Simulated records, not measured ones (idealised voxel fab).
A process module follows: voxel self aligned vias.
FYI the section here is cut, 285 nm wide, cells are 5 nm squares.
We lay out every cross-section as a grid of square cells and spell it out in bands from the top down, where one band means one or more rows of cells. Heads up on the band format: heights come first, top then bottom, in nm. After that it's the materials left to right, each with its width in nm. A single material flagged "edge to edge" fills the whole band edge to edge, and "blank" means there's empty space there. The reference from which all heights are counted is 0, the level beneath which the as-received wafer is entirely one material; the lowest band, having no lower bound, proceeds downward and is written after the example "0 down". Note: "30->40" means the width goes from the first number (top row of the band) to the second number (bottom row) in equal steps per row of cells. A step reported as "no modification" is a step in which no cell of the cross-section changed. "closed voids" specifies each empty space that is not open to the top and that occupies no fewer than 8 cells, using the form width x height at distance, the distance measured from the left edge and all three quantities in nm. Where a step's line continues beyond its settings, the continuation is a remark by the simulator itself on that step. The line of a step may include "overlay nm". On a step with a mask, this value is how far to the right of its planned place the mask lay. A negative value means the mask lay to the left.

# Here's what the planned process steps look like
1,RECEIVE, material Si
2,CONFORMAL_DEP, material SiO2, thk nm 15
3,CONFORMAL_DEP, material SiCN, thk nm 5
4,DIRECTIONAL_DEP, material lowk, thk nm 30
5,DIRECTIONAL_DEP, material aC, thk nm 10
6,PATTERN, tone open, mask id LINES, material resist, width nm 20, pitch nm 60, thk nm 30, overlay nm 0
7,DIRECTIONAL_ETCH, etch materials aC, depth nm 10
8,STRIP, etch materials resist
9,DIRECTIONAL_ETCH, etch materials lowk, depth nm 30
10,STRIP, etch materials aC
11,CONFORMAL_DEP, material TiN, thk nm 5
12,FILL_DEP, material W, thk nm 10
13,CMP, height nm 50
14,SELECTIVE_ETCH, etch materials W Ru TiN, depth nm 10
15,FILL_DEP, material SiN, thk nm 10
16,CMP, height nm 50
17,DIRECTIONAL_DEP, material lowk, thk nm 15
18,PATTERN, tone open, mask id VIAS, material resist, width nm 40, thk nm 15, overlay nm 0
19,DIRECTIONAL_ETCH, etch materials lowk, depth nm 15
20,DIRECTIONAL_ETCH, etch materials SiN, depth nm 10
21,STRIP, etch materials resist
22,CONFORMAL_DEP, material TiN, thk nm 5
23,FILL_DEP, material W, thk nm 5
24,CMP, height nm 65
25,CONFORMAL_DEP, material SiN, thk nm 5

# As-received state of the wafer in cross-section, equivalent to post-step 1
* 0 down | Si edge to edge
* closed voids: none

# The first of two wafers, cross-sectioned at the end of the module, with the run proceeding as planned
* 70 to 65 | SiN edge to edge
* 65 to 55 | lowk 90 nm, then TiN 5 nm, then W 30 nm, then TiN 5 nm, then lowk 155 nm
* 55 to 50 | lowk 90 nm, then TiN 15 nm, then W 10 nm, then TiN 15 nm, then lowk 155 nm
* 50 to 45 | lowk 100 nm, then TiN 5 nm, then W 10 nm, then TiN 5 nm, then lowk 40 nm, then SiN 20 nm, then lowk 105 nm
* 45 to 40 | lowk 100 nm, then TiN 20 nm, then lowk 40 nm, then SiN 20 nm, then lowk 105 nm
* 40 to 25 | lowk 100 nm, then TiN 5 nm, then W 10 nm, then TiN 5 nm, then lowk 40 nm, then TiN 5 nm, then W 10 nm, then TiN 5 nm, then lowk 105 nm
* 25 to 20 | lowk 100 nm, then TiN 20 nm, then lowk 40 nm, then TiN 20 nm, then lowk 105 nm
* 20 to 15 | SiCN edge to edge
* 15 to 0 | SiO2 edge to edge
* 0 down | Si edge to edge
* closed voids: none

# Cross-section of the latter of the two wafers at module completion. It had an identical start and an identical plan to the former; in running it, one mistake was made
* 70 to 65 | SiN edge to edge
* 65 to 55 | lowk 90 nm, then TiN 5 nm, then W 30 nm, then TiN 5 nm, then lowk 155 nm
* 55 to 50 | lowk 90 nm, then TiN 5 nm, then W 10 nm, then TiN 25 nm, then lowk 155 nm
* 50 to 45 | lowk 90 nm, then TiN 5 nm, then W 10 nm, then TiN 5 nm, then lowk 40 nm, then SiN 20 nm, then lowk 115 nm
* 45 to 40 | lowk 90 nm, then TiN 20 nm, then lowk 40 nm, then SiN 20 nm, then lowk 115 nm
* 40 to 25 | lowk 90 nm, then TiN 5 nm, then W 10 nm, then TiN 5 nm, then lowk 40 nm, then TiN 5 nm, then W 10 nm, then TiN 5 nm, then lowk 115 nm
* 25 to 20 | lowk 90 nm, then TiN 20 nm, then lowk 40 nm, then TiN 20 nm, then lowk 115 nm
* 20 to 15 | SiCN edge to edge
* 15 to 0 | SiO2 edge to edge
* 0 down | Si edge to edge
* closed voids: none
what went wrong: heads up, step 6 didn't go per plan, it actually ran as PATTERN, tone open, mask id LINES, material resist, width nm 20, pitch nm 60, thk nm 30, overlay nm -10
Final wafers compared: equal cell tally per material, rearranged layout.
